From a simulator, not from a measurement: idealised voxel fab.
Process module heading - voxel ribs on slabs
The cross-section shown here is cut; it is 200 nm wide and divided into square cells measuring 5 nm on a side.
When this document writes out a cross-section, it uses a grid of square cells and lists it as bands, beginning at the top and moving down, with a band standing for one or more rows of cells.
Quick guide to a band line: top height, bottom height (nm) up front; then every material left to right with its width in nm. Only one material and it's marked "full width"? Then it fills the band edge to edge. And "blank" just means empty space.
The reference from which all heights are counted is 0, the level beneath which the as-received wafer is entirely one material; the lowest band, having no lower bound, proceeds downward and is written after the example "z 0 and below".
The expression "30..40" gives the width at the extremes of the band, the first number at its top row of cells and the second at its bottom row, with the width changing by equal amounts from each row to the next in between.
"nothing got changed" means the step left every cell of the cross-section as it was.
"Enclosed internal cavities" lists enclosed empty spaces (at least 8 cells, no open path upward to the top), each as width x height at distance from the left edge, in nm.
On each step's line, the part that comes after the settings is the simulator's own comment on the step.
Each step line may optionally specify "overlay nm", which for a step with a mask gives the rightward distance between the mask's planned place and where it lay, a negative value indicating the leftward direction.

-- The planned process steps are enumerated hereunder
1,RECEIVE with material Si
2,DIRECTIONAL_DEP with material SiO2, thk nm 25
3,DIRECTIONAL_DEP with material polySi, thk nm 25
4,PATTERN with tone cover, mask id RIB, material resist, width nm 15, thk nm 15, overlay nm 0
5,DIRECTIONAL_ETCH with etch materials polySi, depth nm 15
6,STRIP with etch materials resist
7,PATTERN with tone cover, mask id SLAB, material resist, width nm 45, thk nm 20, overlay nm 0
8,DIRECTIONAL_ETCH with etch materials polySi, depth nm 10
9,STRIP with etch materials resist
10,FILL_DEP with material SiO2, thk nm 25
11,CMP with height nm 70
12,DIRECTIONAL_DEP with material W, thk nm 5
13,DIRECTIONAL_DEP with material aC, thk nm 10
14,PATTERN with tone cover, mask id HEATER, material resist, width nm 25, thk nm 25, overlay nm 0
15,DIRECTIONAL_ETCH with etch materials aC, depth nm 10
16,STRIP with etch materials resist
17,DIRECTIONAL_ETCH with etch materials W, depth nm 5
18,STRIP with etch materials aC
19,CONFORMAL_DEP with material SiN, thk nm 5

-- The first of two wafers, run as planned

-- Cross-section of the wafer upon arrival, representing the state reached after step 1
  z 0 and below = Si full width
  Enclosed internal cavities: none

-- The wafer in cross-section once step 2 is complete
  z 25 to 0 = SiO2 full width
  All layers under 0 are left as they were.

-- The wafer in cross-section once step 3 is complete
  z 50 to 25 = polySi full width
  All layers under 25 are left as they were.

-- The wafer in cross-section once step 4 is complete
  z 65 to 50 = blank 90 / resist 15 / blank 95
  All layers under 50 are left as they were.

-- The wafer in cross-section once step 5 is complete
  z 65 to 50 = blank 90 / resist 15 / blank 95
  z 50 to 35 = blank 90 / polySi 15 / blank 95
  All layers under 35 are left as they were.

-- The wafer in cross-section once step 6 is complete
  z 50 to 35 = blank 90 / polySi 15 / blank 95
  All layers under 35 are left as they were.

-- The wafer in cross-section once step 7 is complete
  z 70 to 50 = blank 75 / resist 45 / blank 80
  z 50 to 35 = blank 75 / resist 15 / polySi 15 / resist 15 / blank 80
  All layers under 35 are left as they were.

-- The wafer in cross-section once step 8 is complete
  z 70 to 50 = blank 75 / resist 45 / blank 80
  z 50 to 35 = blank 75 / resist 15 / polySi 15 / resist 15 / blank 80
  z 35 to 25 = blank 75 / polySi 45 / blank 80
  All layers under 25 are left as they were.

-- The wafer in cross-section once step 9 is complete
  z 50 to 35 = blank 90 / polySi 15 / blank 95
  All layers under 35 are left as they were.

-- The wafer in cross-section once step 10 is complete
  z 75 to 50 = SiO2 full width
  z 50 to 35 = SiO2 90 / polySi 15 / SiO2 95
  z 35 to 25 = SiO2 75 / polySi 45 / SiO2 80
  All layers under 25 are left as they were.

-- The wafer in cross-section once step 11 is complete
  z 70 to 50 = SiO2 full width
  All layers under 50 are left as they were.

-- The wafer in cross-section once step 12 is complete
  z 75 to 70 = W full width
  All layers under 70 are left as they were.

-- The wafer in cross-section once step 13 is complete
  z 85 to 75 = aC full width
  All layers under 75 are left as they were.

-- The wafer in cross-section once step 14 is complete
  z 110 to 85 = blank 85 / resist 25 / blank 90
  All layers under 85 are left as they were.

-- The wafer in cross-section once step 15 is complete
  z 100 to 85 = blank 85 / resist 25 / blank 90
  z 85 to 75 = blank 85 / aC 25 / blank 90
  All layers under 75 are left as they were.

-- The wafer in cross-section once step 16 is complete
  z 85 to 75 = blank 85 / aC 25 / blank 90
  All layers under 75 are left as they were.

-- The wafer in cross-section once step 17 is complete
  z 85 to 75 = blank 85 / aC 25 / blank 90
  z 75 to 70 = blank 85 / W 25 / blank 90
  All layers under 70 are left as they were.

-- The wafer in cross-section once step 18 is complete
  z 75 to 70 = blank 85 / W 25 / blank 90
  All layers under 70 are left as they were.

-- The wafer in cross-section once step 19 is complete
  z 80 to 75 = blank 80 / SiN 35 / blank 85
  z 75 to 70 = SiN 85 / W 25 / SiN 90
  All layers under 70 are left as they were.

-- Regarding the second of the two wafers: it shared the first wafer's starting condition and process plan, yet one error occurred during its execution. Its history coincides with that of the first wafer up to and including step 13

-- Planned end of step 14: second wafer, cross-section
  z 110 to 85 = resist 85 / blank 25 / resist 90
  All layers under 85 are left as they were.

-- Planned end of step 15: second wafer, cross-section
  z 100 to 85 = resist 85 / blank 25 / resist 90
  z 85 to 75 = aC 85 / blank 25 / aC 90
  All layers under 75 are left as they were.

-- Planned end of step 16: second wafer, cross-section
  z 85 to 75 = aC 85 / blank 25 / aC 90
  All layers under 75 are left as they were.

-- Planned end of step 17: second wafer, cross-section
  z 85 to 75 = aC 85 / blank 25 / aC 90
  z 75 to 70 = W 85 / blank 25 / W 90
  All layers under 70 are left as they were.

-- Planned end of step 18: second wafer, cross-section
  z 75 to 70 = W 85 / blank 25 / W 90
  All layers under 70 are left as they were.

-- Planned end of step 19: second wafer, cross-section
  z 80 to 75 = SiN 90 / blank 15 / SiN 95
  z 75 to 70 = W 85 / SiN 25 / W 90
  All layers under 70 are left as they were.
Deviation from plan: step 14: run off-plan, actual operation and settings PATTERN with tone open, mask id HEATER, material resist, width nm 25, thk nm 25, overlay nm 0
Bottom line after processing is that, in cells, the second wafer is up or down on some materials versus the first: 30 more of W
